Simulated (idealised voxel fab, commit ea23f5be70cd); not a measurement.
process module | voxel gate over fins
The figure presents cross-section cut, which has a width of 255 nm and is divided into square cells with an edge length of 5 nm.
Throughout this document, each cross-section is represented as a grid of square cells and is presented as a sequence of bands enumerated from the top downward, where a band comprises one or more rows of cells.
The entry gives the band's vertical extent as a top height and a bottom height in nm, then its horizontal make-up as materials from left to right, each with a width in nm. "air" stands for empty space; a single material marked "all across" fills the band edge to edge.
A quick word on heights: they are counted from 0, and under that level the wafer as it came to us is one material throughout. The lowest band is different from the rest in having no bottom; it simply continues downward, written as in "0 nm and below".
With a width like "30->40", each row of cells in the band differs from the next by the same amount, the top row carrying the first number and the bottom row the second.
Key: "nothing changed" - step with no changed cell in the cross-section.
The label "Cavities, closed" introduces a list of the empty spaces, 8 cells or larger, that have no open way up to the top; each entry in it reads width x height at distance, where the distance is taken from the left edge and all three are stated in nm.
Formally, on a step line, whatever follows the settings is a remark that the simulator itself makes on the step.
The optional step-line setting "overlay nm" applies to steps with a mask and quantifies how far to the right of its planned location the mask lay, a negative value indicating leftward placement.

Below is the list of planned process steps:
1: RECEIVE (material Si)
2: CONFORMAL_DEP (material SiN; thk nm 10)
3: PATTERN (tone cover; mask id FINS; material resist; width nm 15; pitch nm 35; thk nm 15; overlay nm 0)
4: DIRECTIONAL_ETCH (etch materials SiN; depth nm 10)
5: DIRECTIONAL_ETCH (etch materials Si; depth nm 30)
6: STRIP (etch materials resist)
7: OXIDIZE (depth nm 5)
8: FILL_DEP (material SiO2; thk nm 10)
9: CMP (height nm 10)
10: SELECTIVE_ETCH (etch materials SiO2; depth nm 20)
11: STRIP (etch materials SiN)
12: CONFORMAL_DEP (material HfO2; thk nm 5)
13: CONFORMAL_DEP (material TiN; thk nm 5)
14: FILL_DEP (material W; thk nm 10)
15: CMP (height nm 15)
16: CONFORMAL_DEP (material SiCN; thk nm 5)

Cross-section of the incoming wafer, state after step 1:
    0 nm and below  Si all across
    Cavities, closed: none

Starting structure and process plan are as shown above, but one mistake was made in running the module; the wafer cross-section at the end of the module follows:
    20 nm to 15 nm  SiCN all across
    15 nm to 10 nm  W all across
    10 nm to 5 nm  80 of W | 30 of TiN | 5 of W | 30 of TiN | 5 of W | 30 of TiN | 75 of W
    5 nm to 0 nm  80 of W | 5 of TiN | 20 of HfO2 | 5 of TiN | 5 of W | 5 of TiN | 20 of HfO2 | 5 of TiN | 5 of W | 5 of TiN | 20 of HfO2 | 5 of TiN | 75 of W
    0 nm to -5 nm  85 of TiN | 5 of HfO2 | 10 of Si | 5 of HfO2 | 15 of TiN | 5 of HfO2 | 10 of Si | 5 of HfO2 | 15 of TiN | 5 of HfO2 | 10 of Si | 5 of HfO2 | 80 of TiN
    -5 nm to -10 nm  90 of HfO2 | 10 of Si | 25 of HfO2 | 10 of Si | 25 of HfO2 | 10 of Si | 85 of HfO2
    -10 nm to -35 nm  90 of SiO2 | 10 of Si | 25 of SiO2 | 10 of Si | 25 of SiO2 | 10 of Si | 85 of SiO2
    -35 nm and below  Si all across
    Cavities, closed: none
Deviation noted in wafer processing: contrary to plan, step 3 was performed as PATTERN (tone cover; mask id FINS; material resist; width nm 20; pitch nm 35; thk nm 15; overlay nm 0)
